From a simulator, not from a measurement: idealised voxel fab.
Documented hereafter: the process module known as voxel local oxidation.
Cross-section cut: width 295 nm, square cells of 5 nm.
A cross-section is a grid of square cells, given in bands from the top down. A band is one or more rows of cells.
Band entry format. Leading values: height of top, height of bottom, nm. Remainder: materials in left-to-right order, each with its width in nm. Special words: "throughout" on a single material, which then fills the band edge to edge; "air", empty space.
Measure heights from 0. That's the level where, below it, the as-received wafer is all one material. The lowest band is bottomless and extends downward; write it as in "top 0, no bottom".
Graded width ("30..40"): value in top row of band = first number; value in bottom row = second number; row-to-row change constant.
"no alterations made" (step): cross-section cells unchanged, all of them.
"Tabulated closed voids" enumerates empty spaces isolated from the top, with no open way to it, that contain at least 8 cells, giving each as width x height at distance from the left edge, all three in nm.
It should be noted that, on the line of a given step, the content following the step's settings is a remark produced by the simulator itself with respect to that step.
"overlay nm" denotes, for a step that has a mask, the displacement of the mask to the right of its planned place, with negative values corresponding to the left.
**This section lists the process steps that were planned**
step 1: RECEIVE [material Si]
step 2: CONFORMAL_DEP [material SiO2] [thk nm 5]
step 3: CONFORMAL_DEP [material SiN] [thk nm 15]
step 4: PATTERN [tone cover] [mask id ACTIVE] [material resist] [width nm 125] [thk nm 15] [overlay nm 0]
step 5: DIRECTIONAL_ETCH [etch materials SiN] [depth nm 15]
step 6: STRIP [etch materials resist]
step 7: SELECTIVE_ETCH [etch materials SiO2] [depth nm 5]
step 8: OXIDIZE [depth nm 15]
step 9: STRIP [etch materials SiN]
**Cross-section, incoming material, after step 1**
top 0, no bottom | Si throughout
Tabulated closed voids: none
**Wafer cross-section at module end: first of two, run to plan**
top 5, bottom 0 | air 90 nm  SiO2 115 nm  air 90 nm
top 0, bottom -15 | SiO2 105 nm  Si 85 nm  SiO2 105 nm
top -15, no bottom | Si throughout
Tabulated closed voids: none
**Cross-sectional image of the second wafer of the two following completion of the module. Starting state and process plan were the same as for the first wafer; one execution error occurred**
top 5, bottom 0 | air 85 nm  SiO2 115 nm  air 95 nm
top 0, bottom -15 | SiO2 100 nm  Si 85 nm  SiO2 110 nm
top -15, no bottom | Si throughout
Tabulated closed voids: none
What went wrong in running the wafer? step 4: run off-plan, actual operation and settings PATTERN [tone cover] [mask id ACTIVE] [material resist] [width nm 125] [thk nm 15] [overlay nm -5]
Matching per-material cell counts, mismatched positions: that is how the second wafer compares with the first at the end.
